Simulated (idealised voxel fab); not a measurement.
process module | voxel double patterning
cross-section cut | 280 nm wide | cells 5 nm
A cross-section is a grid of square cells, given in bands from the top down. A band is one or more rows of cells.
Each band's line starts with the height of the band's top and of its bottom, in nm. Then come its materials from left to right, each with its width in nm. One material with "throughout" fills the band from edge to edge. "air" is empty space.
Height 0 is the level under which the wafer as received is all one material. The lowest band goes on downwards, as in "0 down".
A width such as "30 to 40" changes by the same amount from each row of cells to the next, from the band's top row to its bottom row.
"no change" after a step means that no cell of the cross-section changed.
closed voids: empty space of 8 cells or more with no open way to the top, each as width x height at its distance from the left edge, in nm
after a step's settings: what the simulator itself notes on the step
overlay nm, on a step with a mask: how far to the right of its planned place the mask lay; to the left if negative
Each pair below shows a cross-section before one step and the cross-section after it, down to the lowest band that changed. The line under each pair gives the step between them, with its settings. The pairs can come from different runs of this module on the same starting wafer, so a pair continues from the pair above only where its "before" says so.
before
  0 down: Si throughout
  closed voids: none
after
  5 to 0: SiO2 throughout
  below 0: unchanged
  closed voids: none
the step between: op CONFORMAL_DEP | material SiO2 | thk nm 5
before: the cross-section after the pair above
after
  15 to 5: W throughout
  below 5: unchanged
  closed voids: none
the step between: op DIRECTIONAL_DEP | material W | thk nm 10
before: the cross-section after the pair above
after
  25 to 15: SiN throughout
  below 15: unchanged
  closed voids: none
the step between: op DIRECTIONAL_DEP | material SiN | thk nm 10
before: the cross-section after the pair above
after
  25 to 15: SiN 80 | air 15 | SiN 35 | air 15 | SiN 35 | air 15 | SiN 85
  below 15: unchanged
  closed voids: none
the step between: op MASKED_ETCH | tone open | mask id FIRST | width nm 15 | pitch nm 50 | etch materials SiN | depth nm 10 | overlay nm 0
before: the cross-section after the pair above
after
  40 to 25: resist 105 | air 15 | resist 35 | air 15 | resist 110
  25 to 15: SiN 80 | resist 15 | SiN 35 | resist 15 | SiN 35 | resist 15 | SiN 85
  below 15: unchanged
  closed voids: none
the step between: op PATTERN | tone open | mask id SECOND | material resist | width nm 15 | pitch nm 50 | thk nm 15 | overlay nm 0
before: the cross-section after the pair above
after
  40 to 25: resist 105 | air 15 | resist 35 | air 15 | resist 110
  25 to 15: SiN 80 | resist 15 | SiN 10 | air 15 | SiN 10 | resist 15 | SiN 10 | air 15 | SiN 10 | resist 15 | SiN 85
  below 15: unchanged
  closed voids: none
the step between: op DIRECTIONAL_ETCH | etch materials SiN | depth nm 10
before: the cross-section after the pair above
after
  25 to 15: SiN 80 | air 15 | SiN 10 | air 15 | SiN 10 | air 15 | SiN 10 | air 15 | SiN 10 | air 15 | SiN 85
  below 15: unchanged
  closed voids: none
the step between: op STRIP | etch materials resist
before: the cross-section after the pair above
after
  25 to 15: SiN 80 | air 15 | SiN 10 | air 15 | SiN 10 | air 15 | SiN 10 | air 15 | SiN 10 | air 15 | SiN 85
  15 to 5: W 80 | air 15 | W 10 | air 15 | W 10 | air 15 | W 10 | air 15 | W 10 | air 15 | W 85
  below 5: unchanged
  closed voids: none
the step between: op DIRECTIONAL_ETCH | etch materials W | depth nm 10
before: the cross-section after the pair above
after
  15 to 5: W 80 | air 15 | W 10 | air 15 | W 10 | air 15 | W 10 | air 15 | W 10 | air 15 | W 85
  below 5: unchanged
  closed voids: none
the step between: op STRIP | etch materials SiN
before
  0 down: Si throughout
  closed voids: none
after
  10 to 0: W throughout
  below 0: unchanged
  closed voids: none
the step between: op DIRECTIONAL_DEP | material W | thk nm 10
before: the cross-section after the pair above
after
  15 to 10: SiO2 throughout
  below 10: unchanged
  closed voids: none
the step between: op CONFORMAL_DEP | material SiO2 | thk nm 5
before: the cross-section after the pair above
after
  25 to 15: SiN throughout
  below 15: unchanged
  closed voids: none
the step between: op DIRECTIONAL_DEP | material SiN | thk nm 10
before: the cross-section after the pair above
after
  25 to 15: SiN 80 | air 15 | SiN 35 | air 15 | SiN 35 | air 15 | SiN 85
  below 15: unchanged
  closed voids: none
the step between: op MASKED_ETCH | tone open | mask id FIRST | width nm 15 | pitch nm 50 | etch materials SiN | depth nm 10 | overlay nm 0
before: the cross-section after the pair above
after
  40 to 25: resist 105 | air 15 | resist 35 | air 15 | resist 110
  25 to 15: SiN 80 | resist 15 | SiN 35 | resist 15 | SiN 35 | resist 15 | SiN 85
  below 15: unchanged
  closed voids: none
the step between: op PATTERN | tone open | mask id SECOND | material resist | width nm 15 | pitch nm 50 | thk nm 15 | overlay nm 0
before: the cross-section after the pair above
after
  40 to 25: resist 105 | air 15 | resist 35 | air 15 | resist 110
  25 to 15: SiN 80 | resist 15 | SiN 10 | air 15 | SiN 10 | resist 15 | SiN 10 | air 15 | SiN 10 | resist 15 | SiN 85
  below 15: unchanged
  closed voids: none
the step between: op DIRECTIONAL_ETCH | etch materials SiN | depth nm 10
before: the cross-section after the pair above
after
  25 to 15: SiN 80 | air 15 | SiN 10 | air 15 | SiN 10 | air 15 | SiN 10 | air 15 | SiN 10 | air 15 | SiN 85
  below 15: unchanged
  closed voids: none
the step between: op STRIP | etch materials resist
before: the cross-section after the pair above
after
  15 to 10: SiO2 throughout
  below 10: unchanged
  closed voids: none
the step between: op STRIP | etch materials SiN
before
  0 down: Si throughout
  closed voids: none
after
  15 to 0: SiO2 throughout
  below 0: unchanged
  closed voids: none
the step between: op CONFORMAL_DEP | material SiO2 | thk nm 15
before: the cross-section after the pair above
after
  25 to 15: W throughout
  below 15: unchanged
  closed voids: none
the step between: op DIRECTIONAL_DEP | material W | thk nm 10
before: the cross-section after the pair above
after
  35 to 25: SiN throughout
  below 25: unchanged
  closed voids: none
the step between: op DIRECTIONAL_DEP | material SiN | thk nm 10
before: the cross-section after the pair above
after
  35 to 25: SiN 80 | air 15 | SiN 35 | air 15 | SiN 35 | air 15 | SiN 85
  below 25: unchanged
  closed voids: none
the step between: op MASKED_ETCH | tone open | mask id FIRST | width nm 15 | pitch nm 50 | etch materials SiN | depth nm 10 | overlay nm 0
before: the cross-section after the pair above
after
  50 to 35: resist 105 | air 15 | resist 35 | air 15 | resist 110
  35 to 25: SiN 80 | resist 15 | SiN 35 | resist 15 | SiN 35 | resist 15 | SiN 85
  below 25: unchanged
  closed voids: none
the step between: op PATTERN | tone open | mask id SECOND | material resist | width nm 15 | pitch nm 50 | thk nm 15 | overlay nm 0
before: the cross-section after the pair above
after
  50 to 35: resist 105 | air 15 | resist 35 | air 15 | resist 110
  35 to 25: SiN 80 | resist 15 | SiN 10 | air 15 | SiN 10 | resist 15 | SiN 10 | air 15 | SiN 10 | resist 15 | SiN 85
  below 25: unchanged
  closed voids: none
the step between: op DIRECTIONAL_ETCH | etch materials SiN | depth nm 10
before: the cross-section after the pair above
after
  35 to 25: SiN 80 | air 15 | SiN 10 | air 15 | SiN 10 | air 15 | SiN 10 | air 15 | SiN 10 | air 15 | SiN 85
  below 25: unchanged
  closed voids: none
the step between: op STRIP | etch materials resist
before: the cross-section after the pair above
after
  35 to 25: SiN 80 | air 15 | SiN 10 | air 15 | SiN 10 | air 15 | SiN 10 | air 15 | SiN 10 | air 15 | SiN 85
  25 to 15: W 80 | air 15 | W 10 | air 15 | W 10 | air 15 | W 10 | air 15 | W 10 | air 15 | W 85
  below 15: unchanged
  closed voids: none
the step between: op DIRECTIONAL_ETCH | etch materials W | depth nm 10
before: the cross-section after the pair above
after
  25 to 15: W 80 | air 15 | W 10 | air 15 | W 10 | air 15 | W 10 | air 15 | W 10 | air 15 | W 85
  below 15: unchanged
  closed voids: none
the step between: op STRIP | etch materials SiN
before
  25 to 15: SiN 80 | air 15 | SiN 35 | air 15 | SiN 35 | air 15 | SiN 85
  15 to 5: W throughout
  5 to 0: SiO2 throughout
  0 down: Si throughout
  closed voids: none
after
  40 to 25: resist 105 | air 20 | resist 30 | air 20 | resist 105
  25 to 15: SiN 80 | resist 15 | SiN 35 | resist 15 | SiN 35 | resist 15 | SiN 85
  below 15: unchanged
  closed voids: none
the step between: op PATTERN | tone open | mask id SECOND | material resist | width nm 20 | pitch nm 50 | thk nm 15 | overlay nm 0
before: the cross-section after the pair above
after
  40 to 25: resist 105 | air 20 | resist 30 | air 20 | resist 105
  25 to 15: SiN 80 | resist 15 | SiN 10 | air 20 | SiN 5 | resist 15 | SiN 10 | air 20 | SiN 5 | resist 15 | SiN 85
  below 15: unchanged
  closed voids: none
the step between: op DIRECTIONAL_ETCH | etch materials SiN | depth nm 10
before: the cross-section after the pair above
after
  25 to 15: SiN 80 | air 15 | SiN 10 | air 20 | SiN 5 | air 15 | SiN 10 | air 20 | SiN 5 | air 15 | SiN 85
  below 15: unchanged
  closed voids: none
the step between: op STRIP | etch materials resist
before: the cross-section after the pair above
after
  25 to 15: SiN 80 | air 15 | SiN 10 | air 20 | SiN 5 | air 15 | SiN 10 | air 20 | SiN 5 | air 15 | SiN 85
  15 to 5: W 80 | air 15 | W 10 | air 20 | W 5 | air 15 | W 10 | air 20 | W 5 | air 15 | W 85
  below 5: unchanged
  closed voids: none
the step between: op DIRECTIONAL_ETCH | etch materials W | depth nm 10
before: the cross-section after the pair above
after
  15 to 5: W 80 | air 15 | W 10 | air 20 | W 5 | air 15 | W 10 | air 20 | W 5 | air 15 | W 85
  below 5: unchanged
  closed voids: none
the step between: op STRIP | etch materials SiN
before
  25 to 15: SiN 80 | air 15 | SiN 35 | air 15 | SiN 35 | air 15 | SiN 85
  15 to 5: W throughout
  5 to 0: SiO2 throughout
  0 down: Si throughout
  closed voids: none
after
  40 to 25: resist 115 | air 15 | resist 35 | air 15 | resist 100
  25 to 15: SiN 80 | resist 15 | SiN 35 | resist 15 | SiN 35 | resist 15 | SiN 85
  below 15: unchanged
  closed voids: none
the step between: op PATTERN | tone open | mask id SECOND | material resist | width nm 15 | pitch nm 50 | thk nm 15 | overlay nm 10
before: the cross-section after the pair above
after
  40 to 25: resist 115 | air 15 | resist 35 | air 15 | resist 100
  25 to 15: SiN 80 | resist 15 | SiN 20 | air 15 | resist 15 | SiN 20 | air 15 | resist 15 | SiN 85
  below 15: unchanged
  closed voids: none
the step between: op DIRECTIONAL_ETCH | etch materials SiN | depth nm 10
before: the cross-section after the pair above
after
  25 to 15: SiN 80 | air 15 | SiN 20 | air 30 | SiN 20 | air 30 | SiN 85
  below 15: unchanged
  closed voids: none
the step between: op STRIP | etch materials resist
before: the cross-section after the pair above
after
  25 to 15: SiN 80 | air 15 | SiN 20 | air 30 | SiN 20 | air 30 | SiN 85
  15 to 5: W 80 | air 15 | W 20 | air 30 | W 20 | air 30 | W 85
  below 5: unchanged
  closed voids: none
the step between: op DIRECTIONAL_ETCH | etch materials W | depth nm 10
before: the cross-section after the pair above
after
  15 to 5: W 80 | air 15 | W 20 | air 30 | W 20 | air 30 | W 85
  below 5: unchanged
  closed voids: none
the step between: op STRIP | etch materials SiN
before
  0 down: Si throughout
  closed voids: none
after
  5 to 0: W throughout
  below 0: unchanged
  closed voids: none
the step between: op CONFORMAL_DEP | material W | thk nm 5
before: the cross-section after the pair above
after
  15 to 0: W throughout
  below 0: unchanged
  closed voids: none
the step between: op DIRECTIONAL_DEP | material W | thk nm 10
before: the cross-section after the pair above
after
  25 to 15: SiN throughout
  below 15: unchanged
  closed voids: none
the step between: op DIRECTIONAL_DEP | material SiN | thk nm 10
before: the cross-section after the pair above
after
  25 to 15: SiN 80 | air 15 | SiN 35 | air 15 | SiN 35 | air 15 | SiN 85
  below 15: unchanged
  closed voids: none
the step between: op MASKED_ETCH | tone open | mask id FIRST | width nm 15 | pitch nm 50 | etch materials SiN | depth nm 10 | overlay nm 0
before: the cross-section after the pair above
after
  40 to 25: resist 105 | air 15 | resist 35 | air 15 | resist 110
  25 to 15: SiN 80 | resist 15 | SiN 35 | resist 15 | SiN 35 | resist 15 | SiN 85
  below 15: unchanged
  closed voids: none
the step between: op PATTERN | tone open | mask id SECOND | material resist | width nm 15 | pitch nm 50 | thk nm 15 | overlay nm 0
before: the cross-section after the pair above
after
  40 to 25: resist 105 | air 15 | resist 35 | air 15 | resist 110
  25 to 15: SiN 80 | resist 15 | SiN 10 | air 15 | SiN 10 | resist 15 | SiN 10 | air 15 | SiN 10 | resist 15 | SiN 85
  below 15: unchanged
  closed voids: none
the step between: op DIRECTIONAL_ETCH | etch materials SiN | depth nm 10
before: the cross-section after the pair above
after
  25 to 15: SiN 80 | air 15 | SiN 10 | air 15 | SiN 10 | air 15 | SiN 10 | air 15 | SiN 10 | air 15 | SiN 85
  below 15: unchanged
  closed voids: none
the step between: op STRIP | etch materials resist
before: the cross-section after the pair above
after
  25 to 15: SiN 80 | air 15 | SiN 10 | air 15 | SiN 10 | air 15 | SiN 10 | air 15 | SiN 10 | air 15 | SiN 85
  15 to 5: W 80 | air 15 | W 10 | air 15 | W 10 | air 15 | W 10 | air 15 | W 10 | air 15 | W 85
  below 5: unchanged
  closed voids: none
the step between: op DIRECTIONAL_ETCH | etch materials W | depth nm 10
before: the cross-section after the pair above
after
  15 to 5: W 80 | air 15 | W 10 | air 15 | W 10 | air 15 | W 10 | air 15 | W 10 | air 15 | W 85
  below 5: unchanged
  closed voids: none
the step between: op STRIP | etch materials SiN
before
  25 to 15: SiN throughout
  15 to 5: W throughout
  5 to 0: SiO2 throughout
  0 down: Si throughout
  closed voids: none
after
  25 to 15: air 80 | SiN 15 | air 35 | SiN 15 | air 35 | SiN 15 | air 85
  below 15: unchanged
  closed voids: none
the step between: op MASKED_ETCH | tone cover | mask id FIRST | width nm 15 | pitch nm 50 | etch materials SiN | depth nm 10 | overlay nm 0
before: the cross-section after the pair above
after
  40 to 25: resist 105 | air 15 | resist 35 | air 15 | resist 110
  25 to 15: resist 80 | SiN 15 | resist 10 | air 15 | resist 10 | SiN 15 | resist 10 | air 15 | resist 10 | SiN 15 | resist 85
  below 15: unchanged
  closed voids: none
the step between: op PATTERN | tone open | mask id SECOND | material resist | width nm 15 | pitch nm 50 | thk nm 15 | overlay nm 0
before: the cross-section after the pair above
after
  25 to 15: air 80 | SiN 15 | air 35 | SiN 15 | air 35 | SiN 15 | air 85
  below 15: unchanged
  closed voids: none
the step between: op STRIP | etch materials resist
before: the cross-section after the pair above
after
  25 to 15: air 80 | SiN 15 | air 35 | SiN 15 | air 35 | SiN 15 | air 85
  15 to 5: air 80 | W 15 | air 35 | W 15 | air 35 | W 15 | air 85
  below 5: unchanged
  closed voids: none
the step between: op DIRECTIONAL_ETCH | etch materials W | depth nm 10
before: the cross-section after the pair above
after
  15 to 5: air 80 | W 15 | air 35 | W 15 | air 35 | W 15 | air 85
  below 5: unchanged
  closed voids: none
the step between: op STRIP | etch materials SiN
